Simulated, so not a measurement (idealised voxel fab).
Title: Process Module voxel self aligned contacts
Pictured: cross-section cut, 180 nm wide, on a grid of 5 nm square cells.
A cross-section in this document is a grid of square cells, and it is written down as bands, the top band listed before the ones below it; a band is made up of one or more rows of cells.
Band: top height; bottom height; in nm. Then, left to right: material with width in nm, for each material. "all across": a single material spanning edge to edge. "blank": empty space.
Zero point of the height axis is 0; under it, received wafer = one material. Lowest band: continues down indefinitely, "z 0 and below".
You'd read "30 to 40" like this: the band's top row of cells is as wide as the first number, its bottom row is as wide as the second, and going down, every row changes width by the same amount as the row before did.
"nothing different" after a step means that no cell of the cross-section changed.
So "Closed internal cavities" is basically the list of trapped voids: any empty space of 8 cells or more that can't reach the top through an opening. They're written width x height at distance, the distance being from the left edge, and it's all nm.
It should be noted that, on the line of a given step, the content following the step's settings is a remark produced by the simulator itself with respect to that step.
A step line may carry the setting "overlay nm", which, for steps involving a mask, states the distance by which the mask lay to the right of its intended position; negative values denote displacement to the left.
Heads up before you read on: it's before/after pairs around one process step each, after side only down to the lowest band that changed, step plus settings under the pair. Pairs can be from different runs of this module, same starting wafer, so only chain a pair onto the one above if its "Before processing" entry says so.

Before processing:
- z 45 to 40  35 of SiO2, then 45 of blank, then 15 of SiO2, then 45 of blank, then 40 of SiO2
- z 40 to 20  10 of SiO2, then 35 of SiN, then 25 of blank, then 35 of SiN, then 25 of blank, then 35 of SiN, then 15 of SiO2
- z 20 to 0  10 of SiO2, then 5 of SiN, then 25 of polySi, then 5 of SiN, then 25 of blank, then 5 of SiN, then 25 of polySi, then 5 of SiN, then 25 of blank, then 5 of SiN, then 25 of polySi, then 5 of SiN, then 15 of SiO2
- z 0 to -5  45 of SiO2, then 25 of blank, then 35 of SiO2, then 25 of blank, then 50 of SiO2
- z -5 to -15  SiO2 all across
- z -15 and below  Si all across
- Closed internal cavities: none

Structure After Step:
- z 50 to 45  40 of TiN, then 35 of blank, then 25 of TiN, then 35 of blank, then 45 of TiN
- z 45 to 40  35 of SiO2, then 15 of TiN, then 15 of blank, then 15 of TiN, then 15 of SiO2, then 15 of TiN, then 15 of blank, then 15 of TiN, then 40 of SiO2
- z 40 to 20  10 of SiO2, then 35 of SiN, then 5 of TiN, then 15 of blank, then 5 of TiN, then 35 of SiN, then 5 of TiN, then 15 of blank, then 5 of TiN, then 35 of SiN, then 15 of SiO2
- z 20 to 0  10 of SiO2, then 5 of SiN, then 25 of polySi, then 5 of SiN, then 5 of TiN, then 15 of blank, then 5 of TiN, then 5 of SiN, then 25 of polySi, then 5 of SiN, then 5 of TiN, then 15 of blank, then 5 of TiN, then 5 of SiN, then 25 of polySi, then 5 of SiN, then 15 of SiO2
- z 0 to -5  45 of SiO2, then 25 of TiN, then 35 of SiO2, then 25 of TiN, then 50 of SiO2
- Everything under -5 stays put, no change at all.
- Closed internal cavities: none
Connecting step for the cross-sections above: CONFORMAL_DEP (material TiN; thk nm 5)

Before processing: taken from the pair above, after panel.

Structure After Step:
- z 60 to 50  Ru all across
- z 50 to 45  40 of TiN, then 35 of Ru, then 25 of TiN, then 35 of Ru, then 45 of TiN
- z 45 to 40  35 of SiO2, then 15 of TiN, then 15 of Ru, then 15 of TiN, then 15 of SiO2, then 15 of TiN, then 15 of Ru, then 15 of TiN, then 40 of SiO2
- z 40 to 20  10 of SiO2, then 35 of SiN, then 5 of TiN, then 15 of Ru, then 5 of TiN, then 35 of SiN, then 5 of TiN, then 15 of Ru, then 5 of TiN, then 35 of SiN, then 15 of SiO2
- z 20 to 0  10 of SiO2, then 5 of SiN, then 25 of polySi, then 5 of SiN, then 5 of TiN, then 15 of Ru, then 5 of TiN, then 5 of SiN, then 25 of polySi, then 5 of SiN, then 5 of TiN, then 15 of Ru, then 5 of TiN, then 5 of SiN, then 25 of polySi, then 5 of SiN, then 15 of SiO2
- Everything under 0 stays put, no change at all.
- Closed internal cavities: none
Connecting step for the cross-sections above: FILL_DEP (material Ru; thk nm 10)

Before processing: taken from the pair above, after panel.

Structure After Step:
- z 45 to 40  35 of SiO2, then 15 of TiN, then 15 of Ru, then 15 of TiN, then 15 of SiO2, then 15 of TiN, then 15 of Ru, then 15 of TiN, then 40 of SiO2
- Everything under 40 stays put, no change at all.
- Closed internal cavities: none
Connecting step for the cross-sections above: CMP (height nm 45)

Before processing: taken from the pair above, after panel.

Structure After Step:
- z 50 to 45  SiCN all across
- Everything under 45 stays put, no change at all.
- Closed internal cavities: none
Connecting step for the cross-sections above: CONFORMAL_DEP (material SiCN; thk nm 5)

Before processing:
- z 45 to 40  SiO2 all across
- z 40 to 20  10 of SiO2, then 35 of SiN, then 25 of SiO2, then 35 of SiN, then 25 of SiO2, then 35 of SiN, then 15 of SiO2
- z 20 to 0  10 of SiO2, then 5 of SiN, then 25 of polySi, then 5 of SiN, then 25 of SiO2, then 5 of SiN, then 25 of polySi, then 5 of SiN, then 25 of SiO2, then 5 of SiN, then 25 of polySi, then 5 of SiN, then 15 of SiO2
- z 0 to -5  SiO2 all across
- z -5 and below  Si all across
- Closed internal cavities: none

Structure After Step:
- z 60 to 45  40 of resist, then 40 of blank, then 20 of resist, then 40 of blank, then 40 of resist
- Everything under 45 stays put, no change at all.
- Closed internal cavities: none
Connecting step for the cross-sections above: PATTERN (tone open; mask id CONTACT; material resist; width nm 40; pitch nm 60; thk nm 15; overlay nm 0)

Before processing: taken from the pair above, after panel.

Structure After Step:
- z 60 to 45  40 of resist, then 40 of blank, then 20 of resist, then 40 of blank, then 40 of resist
- z 45 to 40  40 of SiO2, then 40 of blank, then 20 of SiO2, then 40 of blank, then 40 of SiO2
- z 40 to 20  10 of SiO2, then 35 of SiN, then 25 of blank, then 35 of SiN, then 25 of blank, then 35 of SiN, then 15 of SiO2
- z 20 to 0  10 of SiO2, then 5 of SiN, then 25 of polySi, then 5 of SiN, then 25 of blank, then 5 of SiN, then 25 of polySi, then 5 of SiN, then 25 of blank, then 5 of SiN, then 25 of polySi, then 5 of SiN, then 15 of SiO2
- z 0 to -5  45 of SiO2, then 25 of blank, then 35 of SiO2, then 25 of blank, then 50 of SiO2
- Everything under -5 stays put, no change at all.
- Closed internal cavities: none
Connecting step for the cross-sections above: DIRECTIONAL_ETCH (etch materials SiO2; depth nm 50)

Before processing: taken from the pair above, after panel.

Structure After Step:
- z 45 to 40  40 of SiO2, then 40 of blank, then 20 of SiO2, then 40 of blank, then 40 of SiO2
- Everything under 40 stays put, no change at all.
- Closed internal cavities: none
Connecting step for the cross-sections above: STRIP (etch materials resist)

Before processing: taken from the pair above, after panel.

Structure After Step:
- z 50 to 45  45 of TiN, then 30 of blank, then 30 of TiN, then 30 of blank, then 45 of TiN
- z 45 to 40  40 of SiO2, then 10 of TiN, then 15 of blank, then 15 of TiN, then 20 of SiO2, then 10 of TiN, then 15 of blank, then 15 of TiN, then 40 of SiO2
- z 40 to 20  10 of SiO2, then 35 of SiN, then 5 of TiN, then 15 of blank, then 5 of TiN, then 35 of SiN, then 5 of TiN, then 15 of blank, then 5 of TiN, then 35 of SiN, then 15 of SiO2
- z 20 to 0  10 of SiO2, then 5 of SiN, then 25 of polySi, then 5 of SiN, then 5 of TiN, then 15 of blank, then 5 of TiN, then 5 of SiN, then 25 of polySi, then 5 of SiN, then 5 of TiN, then 15 of blank, then 5 of TiN, then 5 of SiN, then 25 of polySi, then 5 of SiN, then 15 of SiO2
- z 0 to -5  45 of SiO2, then 25 of TiN, then 35 of SiO2, then 25 of TiN, then 50 of SiO2
- Everything under -5 stays put, no change at all.
- Closed internal cavities: none
Connecting step for the cross-sections above: CONFORMAL_DEP (material TiN; thk nm 5)

Before processing: taken from the pair above, after panel.

Structure After Step:
- z 60 to 50  Ru all across
- z 50 to 45  45 of TiN, then 30 of Ru, then 30 of TiN, then 30 of Ru, then 45 of TiN
- z 45 to 40  40 of SiO2, then 10 of TiN, then 15 of Ru, then 15 of TiN, then 20 of SiO2, then 10 of TiN, then 15 of Ru, then 15 of TiN, then 40 of SiO2
- z 40 to 20  10 of SiO2, then 35 of SiN, then 5 of TiN, then 15 of Ru, then 5 of TiN, then 35 of SiN, then 5 of TiN, then 15 of Ru, then 5 of TiN, then 35 of SiN, then 15 of SiO2
- z 20 to 0  10 of SiO2, then 5 of SiN, then 25 of polySi, then 5 of SiN, then 5 of TiN, then 15 of Ru, then 5 of TiN, then 5 of SiN, then 25 of polySi, then 5 of SiN, then 5 of TiN, then 15 of Ru, then 5 of TiN, then 5 of SiN, then 25 of polySi, then 5 of SiN, then 15 of SiO2
- Everything under 0 stays put, no change at all.
- Closed internal cavities: none
Connecting step for the cross-sections above: FILL_DEP (material Ru; thk nm 10)

Before processing: taken from the pair above, after panel.

Structure After Step:
- z 45 to 40  40 of SiO2, then 10 of TiN, then 15 of Ru, then 15 of TiN, then 20 of SiO2, then 10 of TiN, then 15 of Ru, then 15 of TiN, then 40 of SiO2
- Everything under 40 stays put, no change at all.
- Closed internal cavities: none
Connecting step for the cross-sections above: CMP (height nm 45)

Before processing: taken from the pair above, after panel.

Structure After Step:
- z 50 to 45  SiCN all across
- Everything under 45 stays put, no change at all.
- Closed internal cavities: none
Connecting step for the cross-sections above: CONFORMAL_DEP (material SiCN; thk nm 5)

Before processing:
- z 45 to 40  SiO2 all across
- z 40 to 20  10 of SiO2, then 35 of SiN, then 25 of SiO2, then 35 of SiN, then 25 of SiO2, then 35 of SiN, then 15 of SiO2
- z 20 to 0  10 of SiO2, then 5 of SiN, then 25 of polySi, then 5 of SiN, then 25 of SiO2, then 5 of SiN, then 25 of polySi, then 5 of SiN, then 25 of SiO2, then 5 of SiN, then 25 of polySi, then 5 of SiN, then 15 of SiO2
- z 0 to -5  SiO2 all across
- z -5 and below  Si all across
- Closed internal cavities: none

Structure After Step:
- z 60 to 45  40 of resist, then 45 of blank, then 15 of resist, then 45 of blank, then 35 of resist
- Everything under 45 stays put, no change at all.
- Closed internal cavities: none
Connecting step for the cross-sections above: PATTERN (tone open; mask id CONTACT; material resist; width nm 45; pitch nm 60; thk nm 15; overlay nm 5)

Before processing: taken from the pair above, after panel.

Structure After Step:
- z 60 to 45  40 of resist, then 45 of blank, then 15 of resist, then 45 of blank, then 35 of resist
- z 45 to 40  40 of SiO2, then 45 of blank, then 15 of SiO2, then 45 of blank, then 35 of SiO2
- z 40 to 20  10 of SiO2, then 35 of SiN, then 25 of blank, then 35 of SiN, then 25 of blank, then 35 of SiN, then 15 of SiO2
- z 20 to 0  10 of SiO2, then 5 of SiN, then 25 of polySi, then 5 of SiN, then 25 of blank, then 5 of SiN, then 25 of polySi, then 5 of SiN, then 25 of blank, then 5 of SiN, then 25 of polySi, then 5 of SiN, then 15 of SiO2
- z 0 to -5  45 of SiO2, then 25 of blank, then 35 of SiO2, then 25 of blank, then 50 of SiO2
- Everything under -5 stays put, no change at all.
- Closed internal cavities: none
Connecting step for the cross-sections above: DIRECTIONAL_ETCH (etch materials SiO2; depth nm 50)

Before processing: taken from the pair above, after panel.

Structure After Step:
- z 45 to 40  40 of SiO2, then 45 of blank, then 15 of SiO2, then 45 of blank, then 35 of SiO2
- Everything under 40 stays put, no change at all.
- Closed internal cavities: none
Connecting step for the cross-sections above: STRIP (etch materials resist)

Before processing: taken from the pair above, after panel.

Structure After Step:
- z 50 to 45  45 of TiN, then 35 of blank, then 25 of TiN, then 35 of blank, then 40 of TiN
- z 45 to 40  40 of SiO2, then 10 of TiN, then 15 of blank, then 20 of TiN, then 15 of SiO2, then 10 of TiN, then 15 of blank, then 20 of TiN, then 35 of SiO2
- z 40 to 20  10 of SiO2, then 35 of SiN, then 5 of TiN, then 15 of blank, then 5 of TiN, then 35 of SiN, then 5 of TiN, then 15 of blank, then 5 of TiN, then 35 of SiN, then 15 of SiO2
- z 20 to 0  10 of SiO2, then 5 of SiN, then 25 of polySi, then 5 of SiN, then 5 of TiN, then 15 of blank, then 5 of TiN, then 5 of SiN, then 25 of polySi, then 5 of SiN, then 5 of TiN, then 15 of blank, then 5 of TiN, then 5 of SiN, then 25 of polySi, then 5 of SiN, then 15 of SiO2
- z 0 to -5  45 of SiO2, then 25 of TiN, then 35 of SiO2, then 25 of TiN, then 50 of SiO2
- Everything under -5 stays put, no change at all.
- Closed internal cavities: none
Connecting step for the cross-sections above: CONFORMAL_DEP (material TiN; thk nm 5)

Before processing: taken from the pair above, after panel.

Structure After Step:
- z 60 to 50  Ru all across
- z 50 to 45  45 of TiN, then 35 of Ru, then 25 of TiN, then 35 of Ru, then 40 of TiN
- z 45 to 40  40 of SiO2, then 10 of TiN, then 15 of Ru, then 20 of TiN, then 15 of SiO2, then 10 of TiN, then 15 of Ru, then 20 of TiN, then 35 of SiO2
- z 40 to 20  10 of SiO2, then 35 of SiN, then 5 of TiN, then 15 of Ru, then 5 of TiN, then 35 of SiN, then 5 of TiN, then 15 of Ru, then 5 of TiN, then 35 of SiN, then 15 of SiO2
- z 20 to 0  10 of SiO2, then 5 of SiN, then 25 of polySi, then 5 of SiN, then 5 of TiN, then 15 of Ru, then 5 of TiN, then 5 of SiN, then 25 of polySi, then 5 of SiN, then 5 of TiN, then 15 of Ru, then 5 of TiN, then 5 of SiN, then 25 of polySi, then 5 of SiN, then 15 of SiO2
- Everything under 0 stays put, no change at all.
- Closed internal cavities: none
Connecting step for the cross-sections above: FILL_DEP (material Ru; thk nm 10)

Before processing: taken from the pair above, after panel.

Structure After Step:
- z 45 to 40  40 of SiO2, then 10 of TiN, then 15 of Ru, then 20 of TiN, then 15 of SiO2, then 10 of TiN, then 15 of Ru, then 20 of TiN, then 35 of SiO2
- Everything under 40 stays put, no change at all.
- Closed internal cavities: none
Connecting step for the cross-sections above: CMP (height nm 45)

Before processing: taken from the pair above, after panel.

Structure After Step:
- z 50 to 45  SiCN all across
- Everything under 45 stays put, no change at all.
- Closed internal cavities: none
Connecting step for the cross-sections above: CONFORMAL_DEP (material SiCN; thk nm 5)

Before processing:
- z 40 to 20  10 of blank, then 35 of SiN, then 25 of blank, then 35 of SiN, then 25 of blank, then 35 of SiN, then 15 of blank
- z 20 to 0  10 of blank, then 5 of SiN, then 25 of polySi, then 5 of SiN, then 25 of blank, then 5 of SiN, then 25 of polySi, then 5 of SiN, then 25 of blank, then 5 of SiN, then 25 of polySi, then 5 of SiN, then 15 of blank
- z 0 to -5  SiO2 all across
- z -5 and below  Si all across
- Closed internal cavities: none

Structure After Step:
- z 55 to 40  polySi all across
- z 40 to 20  10 of polySi, then 35 of SiN, then 25 of polySi, then 35 of SiN, then 25 of polySi, then 35 of SiN, then 15 of polySi
- z 20 to 0  10 of polySi, then 5 of SiN, then 25 of polySi, then 5 of SiN, then 25 of polySi, then 5 of SiN, then 25 of polySi, then 5 of SiN, then 25 of polySi, then 5 of SiN, then 25 of polySi, then 5 of SiN, then 15 of polySi
- Everything under 0 stays put, no change at all.
- Closed internal cavities: none
Connecting step for the cross-sections above: FILL_DEP (material polySi; thk nm 15)

Before processing: taken from the pair above, after panel.

Structure After Step:
- z 45 to 40  polySi all across
- Everything under 40 stays put, no change at all.
- Closed internal cavities: none
Connecting step for the cross-sections above: CMP (height nm 45)

Before processing: taken from the pair above, after panel.

Structure After Step:
- z 60 to 45  35 of resist, then 45 of blank, then 15 of resist, then 45 of blank, then 40 of resist
- Everything under 45 stays put, no change at all.
- Closed internal cavities: none
Connecting step for the cross-sections above: PATTERN (tone open; mask id CONTACT; material resist; width nm 45; pitch nm 60; thk nm 15; overlay nm 0)

Before processing: taken from the pair above, after panel.

Structure After Step:
- z 45 to 40  polySi all across
- Everything under 40 stays put, no change at all.
- Closed internal cavities: none
Connecting step for the cross-sections above: STRIP (etch materials resist)

Before processing: taken from the pair above, after panel.

Structure After Step:
- z 50 to 45  TiN all across
- Everything under 45 stays put, no change at all.
- Closed internal cavities: none
Connecting step for the cross-sections above: CONFORMAL_DEP (material TiN; thk nm 5)

Before processing: taken from the pair above, after panel.

Structure After Step:
- z 60 to 50  Ru all across
- Everything under 50 stays put, no change at all.
- Closed internal cavities: none
Connecting step for the cross-sections above: FILL_DEP (material Ru; thk nm 10)

Before processing: taken from the pair above, after panel.

Structure After Step:
- z 45 to 40  polySi all across
- Everything under 40 stays put, no change at all.
- Closed internal cavities: none
Connecting step for the cross-sections above: CMP (height nm 45)

Before processing: taken from the pair above, after panel.

Structure After Step:
- z 50 to 45  SiCN all across
- Everything under 45 stays put, no change at all.
- Closed internal cavities: none
Connecting step for the cross-sections above: CONFORMAL_DEP (material SiCN; thk nm 5)

Before processing:
- z 40 to 20  SiN all across
- z 20 to 0  polySi all across
- z 0 to -5  SiO2 all across
- z -5 and below  Si all across
- Closed internal cavities: none

Structure After Step:
- z 40 to 20  15 of SiN, then 25 of blank, then 35 of SiN, then 25 of blank, then 35 of SiN, then 25 of blank, then 20 of SiN
- Everything under 20 stays put, no change at all.
- Closed internal cavities: none
Connecting step for the cross-sections above: MASKED_ETCH (tone open; mask id GATE; width nm 25; pitch nm 60; etch materials SiN; depth nm 20; overlay nm 0)

Before processing: taken from the pair above, after panel.

Structure After Step:
- z 45 to 25  20 of SiN, then 15 of blank, then 45 of SiN, then 15 of blank, then 45 of SiN, then 15 of blank, then 25 of SiN
- z 25 to 20  SiN all across
- Everything under 20 stays put, no change at all.
- Closed internal cavities: none
Connecting step for the cross-sections above: CONFORMAL_DEP (material SiN; thk nm 5)

Before processing: taken from the pair above, after panel.

Structure After Step:
- z 40 to 20  20 of SiN, then 15 of blank, then 45 of SiN, then 15 of blank, then 45 of SiN, then 15 of blank, then 25 of SiN
- Everything under 20 stays put, no change at all.
- Closed internal cavities: none
Connecting step for the cross-sections above: DIRECTIONAL_ETCH (etch materials SiN; depth nm 5)

Before processing: taken from the pair above, after panel.

Structure After Step:
- z 55 to 40  SiO2 all across
- z 40 to 20  20 of SiN, then 15 of SiO2, then 45 of SiN, then 15 of SiO2, then 45 of SiN, then 15 of SiO2, then 25 of SiN
- Everything under 20 stays put, no change at all.
- Closed internal cavities: none
Connecting step for the cross-sections above: FILL_DEP (material SiO2; thk nm 15)

Before processing: taken from the pair above, after panel.

Structure After Step:
- z 45 to 40  SiO2 all across
- Everything under 40 stays put, no change at all.
- Closed internal cavities: none
Connecting step for the cross-sections above: CMP (height nm 45)

Before processing: taken from the pair above, after panel.

Structure After Step:
- z 60 to 45  35 of resist, then 45 of blank, then 15 of resist, then 45 of blank, then 40 of resist
- Everything under 45 stays put, no change at all.
- Closed internal cavities: none
Connecting step for the cross-sections above: PATTERN (tone open; mask id CONTACT; material resist; width nm 45; pitch nm 60; thk nm 15; overlay nm 0)

Before processing: taken from the pair above, after panel.

Structure After Step:
- z 60 to 45  35 of resist, then 45 of blank, then 15 of resist, then 45 of blank, then 40 of resist
- z 45 to 40  35 of SiO2, then 45 of blank, then 15 of SiO2, then 45 of blank, then 40 of SiO2
- Everything under 40 stays put, no change at all.
- Closed internal cavities: none
Connecting step for the cross-sections above: DIRECTIONAL_ETCH (etch materials SiO2; depth nm 50)

Before processing: taken from the pair above, after panel.

Structure After Step:
- z 45 to 40  35 of SiO2, then 45 of blank, then 15 of SiO2, then 45 of blank, then 40 of SiO2
- Everything under 40 stays put, no change at all.
- Closed internal cavities: none
Connecting step for the cross-sections above: STRIP (etch materials resist)

Before processing: taken from the pair above, after panel.

Structure After Step:
- z 50 to 45  40 of TiN, then 35 of blank, then 25 of TiN, then 35 of blank, then 45 of TiN
- z 45 to 40  35 of SiO2, then 45 of TiN, then 15 of SiO2, then 45 of TiN, then 40 of SiO2
- Everything under 40 stays put, no change at all.
- Closed internal cavities: none
Connecting step for the cross-sections above: CONFORMAL_DEP (material TiN; thk nm 5)

Before processing: taken from the pair above, after panel.

Structure After Step:
- z 60 to 50  Ru all across
- z 50 to 45  40 of TiN, then 35 of Ru, then 25 of TiN, then 35 of Ru, then 45 of TiN
- Everything under 45 stays put, no change at all.
- Closed internal cavities: none
Connecting step for the cross-sections above: FILL_DEP (material Ru; thk nm 10)

Before processing: taken from the pair above, after panel.

Structure After Step:
- z 45 to 40  35 of SiO2, then 45 of TiN, then 15 of SiO2, then 45 of TiN, then 40 of SiO2
- Everything under 40 stays put, no change at all.
- Closed internal cavities: none
Connecting step for the cross-sections above: CMP (height nm 45)

Before processing: taken from the pair above, after panel.

Structure After Step:
- z 50 to 45  SiCN all across
- Everything under 45 stays put, no change at all.
- Closed internal cavities: none
Connecting step for the cross-sections above: CONFORMAL_DEP (material SiCN; thk nm 5)
